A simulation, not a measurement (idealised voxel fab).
Presented below is a process module, voxel ribs on slabs.
Cross-section cut: width 200 nm, square cells of 5 nm.
Cross-section spec: square-cell grid; bands listed top down; each band is one or more rows.
Band: top and bottom heights (nm) first, top before bottom; then materials from left to right, widths in nm. "full width" marks a sole material filling the band edge to edge. "air" denotes empty space.
Height datum 0, below which the as-received substrate wafer is one material. Lowest band open at the bottom, running downward: "0 and below".
A two-number width, for instance "30->40", indicates that the width is equal to the first number in the top row of the band and to the second number in the bottom row, and that it changes by a constant amount per row of cells.
"no modifications" -> step changed no cross-section cell.
Entry "Enclosed void inventory" = empty spaces >= 8 cells with no open way to the top; each as width x height at distance, distance from left edge, all nm.
Whatever follows a step's settings on its line is a remark the simulator itself makes about that step.
overlay nm: mask offset rightward from planned place, masked step; negative means leftward offset.
The following list gives the planned process steps
1) RECEIVE, material Si
2) DIRECTIONAL_DEP, material SiO2, thk nm 20
3) DIRECTIONAL_DEP, material polySi, thk nm 15
4) DIRECTIONAL_DEP, material aC, thk nm 10
5) PATTERN, tone cover, mask id RIB, material resist, width nm 30, thk nm 30, overlay nm 0
6) DIRECTIONAL_ETCH, etch materials aC, depth nm 10
7) STRIP, etch materials resist
8) DIRECTIONAL_ETCH, etch materials polySi, depth nm 10
9) STRIP, etch materials aC
10) MASKED_ETCH, tone cover, mask id SLAB, width nm 60, etch materials polySi, depth nm 5, overlay nm 0
11) FILL_DEP, material SiO2, thk nm 20
12) CMP, height nm 45
13) DIRECTIONAL_DEP, material TiN, thk nm 10
14) DIRECTIONAL_DEP, material aC, thk nm 10
15) PATTERN, tone cover, mask id HEATER, material resist, width nm 40, thk nm 30, overlay nm 0
16) DIRECTIONAL_ETCH, etch materials aC, depth nm 10
17) STRIP, etch materials resist
18) DIRECTIONAL_ETCH, etch materials TiN, depth nm 10
19) STRIP, etch materials aC
20) CONFORMAL_DEP, material SiO2, thk nm 5
Cross-section of the wafer at receipt, which is the condition after step 1
    0 and below = Si full width
    Enclosed void inventory: none
End-of-module cross-section. Starting structure and process plan as above; one mistake made in running it
    60 down to 55 = air=80 | SiO2=40 | air=80
    55 down to 50 = air=80 | SiO2=5 | TiN=30 | SiO2=5 | air=80
    50 down to 45 = SiO2=85 | TiN=30 | SiO2=85
    45 down to 35 = SiO2 full width
    35 down to 25 = SiO2=85 | polySi=30 | SiO2=85
    25 down to 20 = SiO2=70 | polySi=60 | SiO2=70
    20 down to 0 = SiO2 full width
    0 and below = Si full width
    Enclosed void inventory: none
What was the processing mistake? off-plan run, step 15, actual operation and settings PATTERN, tone cover, mask id HEATER, material resist, width nm 30, thk nm 30, overlay nm 0
